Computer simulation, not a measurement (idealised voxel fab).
Process module name: voxel wiring stack
cross-section cut | 245 nm wide | cells 5 nm
Heads up, the way a cross-section reads in here is a grid of square cells, handed over as bands from the top down, with every band being one or more rows of cells. Quick guide to a band line: top height, bottom height (nm) up front; then every material left to right with its width in nm. Only one material and it's marked "throughout"? Then it fills the band edge to edge. And "empty" just means empty space. Basically, 0 is our baseline, since under it the wafer straight out of the box is all one material. The bottom band has no lower end and keeps on going down, so it looks like "z 0 and below". Width spec "30..40" -> top row of cells at first value, bottom row at second value, equal per-row change in between. When a step is marked "nothing altered", none of the cells in the cross-section changed during that step. Heads up: "Voids, fully enclosed" only lists the empty pockets with no open path to the top that are 8 cells or more, and it writes them as width x height at distance, distance from the left edge, in nm. Step line, after settings: the simulator's comment on this step. The optional step-line setting "overlay nm" applies to steps with a mask and quantifies how far to the right of its planned location the mask lay, a negative value indicating leftward placement.
The process steps that were planned are listed below:
1: RECEIVE, material Si
2: CONFORMAL_DEP, material SiO2, thk nm 15
3: CONFORMAL_DEP, material SiN, thk nm 5
4: DIRECTIONAL_DEP, material SiO2, thk nm 20
5: PATTERN, tone open, mask id METAL_1, material resist, width nm 30, pitch nm 50, thk nm 15, overlay nm 0
6: DIRECTIONAL_ETCH, etch materials SiO2, depth nm 20
7: DIRECTIONAL_ETCH, etch materials SiN, depth nm 5
8: STRIP, etch materials resist
9: CONFORMAL_DEP, material TiN, thk nm 5
10: FILL_DEP, material W, thk nm 10
11: CMP, height nm 40
12: CONFORMAL_DEP, material SiCN, thk nm 5
13: DIRECTIONAL_DEP, material SiO2, thk nm 20
14: DIRECTIONAL_DEP, material aC, thk nm 15
15: PATTERN, tone open, mask id PLUG_1, material resist, width nm 15, pitch nm 50, thk nm 30, overlay nm 0
16: DIRECTIONAL_ETCH, etch materials aC, depth nm 15
17: STRIP, etch materials resist
18: DIRECTIONAL_ETCH, etch materials SiO2, depth nm 20
19: DIRECTIONAL_ETCH, etch materials SiCN, depth nm 5
20: STRIP, etch materials aC
21: CONFORMAL_DEP, material TiN, thk nm 5
22: FILL_DEP, material Cu, thk nm 5
23: CMP, height nm 65
24: DIRECTIONAL_DEP, material TiN, thk nm 5
25: DIRECTIONAL_DEP, material Ru, thk nm 15
26: MASKED_ETCH, tone cover, mask id METAL_2, width nm 30, pitch nm 50, etch materials Ru, depth nm 15, overlay nm 0
27: MASKED_ETCH, tone cover, mask id METAL_2, width nm 30, pitch nm 50, etch materials TiN, depth nm 5, overlay nm 0
28: FILL_DEP, material SiO2, thk nm 10
29: CMP, height nm 85
30: CONFORMAL_DEP, material SiCN, thk nm 5
31: DIRECTIONAL_DEP, material lowk, thk nm 10
32: MASKED_ETCH, tone open, mask id PLUG_2, width nm 15, pitch nm 50, etch materials lowk, depth nm 10, overlay nm 0
33: MASKED_ETCH, tone open, mask id PLUG_2, width nm 15, pitch nm 50, etch materials SiCN, depth nm 5, overlay nm 0
34: EPI, material Ru, thk nm 10
35: EPI, material Ru, thk nm 5
36: DIRECTIONAL_DEP, material TiN, thk nm 5
37: DIRECTIONAL_DEP, material W, thk nm 20
38: PATTERN, tone cover, mask id METAL_3, material resist, width nm 30, pitch nm 50, thk nm 15, overlay nm 0
39: DIRECTIONAL_ETCH, etch materials W, depth nm 20
40: DIRECTIONAL_ETCH, etch materials TiN, depth nm 5
41: STRIP, etch materials resist
42: CONFORMAL_DEP, material SiCN, thk nm 5
43: FILL_DEP, material SiO2, thk nm 5
44: CMP, height nm 125
45: CONFORMAL_DEP, material SiN, thk nm 5
Cross-section of the incoming wafer, state after step 1:
  z 0 and below  Si throughout
  Voids, fully enclosed: none
Cross-section at module end, one run error; start and plan unchanged from above:
  z 130 to 125  SiN throughout
  z 125 to 105  SiO2: 50  SiCN: 5  W: 30  SiCN: 5  SiO2: 10  SiCN: 5  W: 30  SiCN: 5  SiO2: 10  SiCN: 5  W: 30  SiCN: 5  SiO2: 55
  z 105 to 100  SiCN: 55  TiN: 30  SiCN: 20  TiN: 30  SiCN: 20  TiN: 30  SiCN: 60
  z 100 to 90  lowk: 55  Ru: 15  lowk: 35  Ru: 15  lowk: 35  Ru: 15  lowk: 75
  z 90 to 85  SiCN: 55  Ru: 15  SiCN: 35  Ru: 15  SiCN: 35  Ru: 15  SiCN: 75
  z 85 to 70  SiO2: 65  Ru: 30  SiO2: 20  Ru: 30  SiO2: 20  Ru: 30  SiO2: 50
  z 70 to 65  SiO2: 55  TiN: 40  SiO2: 10  TiN: 40  SiO2: 10  TiN: 40  SiO2: 50
  z 65 to 45  SiO2: 55  TiN: 5  Cu: 5  TiN: 5  SiO2: 35  TiN: 5  Cu: 5  TiN: 5  SiO2: 35  TiN: 5  Cu: 5  TiN: 5  SiO2: 75
  z 45 to 40  SiCN: 55  TiN: 15  SiCN: 35  TiN: 15  SiCN: 35  TiN: 15  SiCN: 75
  z 40 to 20  SiO2: 55  TiN: 5  W: 20  TiN: 5  SiO2: 20  TiN: 5  W: 20  TiN: 5  SiO2: 20  TiN: 5  W: 20  TiN: 5  SiO2: 60
  z 20 to 15  SiN: 55  TiN: 30  SiN: 20  TiN: 30  SiN: 20  TiN: 30  SiN: 60
  z 15 to 0  SiO2 throughout
  z 0 and below  Si throughout
  Voids, fully enclosed: none
In executing the process, a mistake was made relative to the plan: it should be noted that step 26 was executed with settings other than those planned, the operation and settings actually applied being MASKED_ETCH, tone cover, mask id METAL_2, width nm 30, pitch nm 50, etch materials Ru, depth nm 15, overlay nm 10
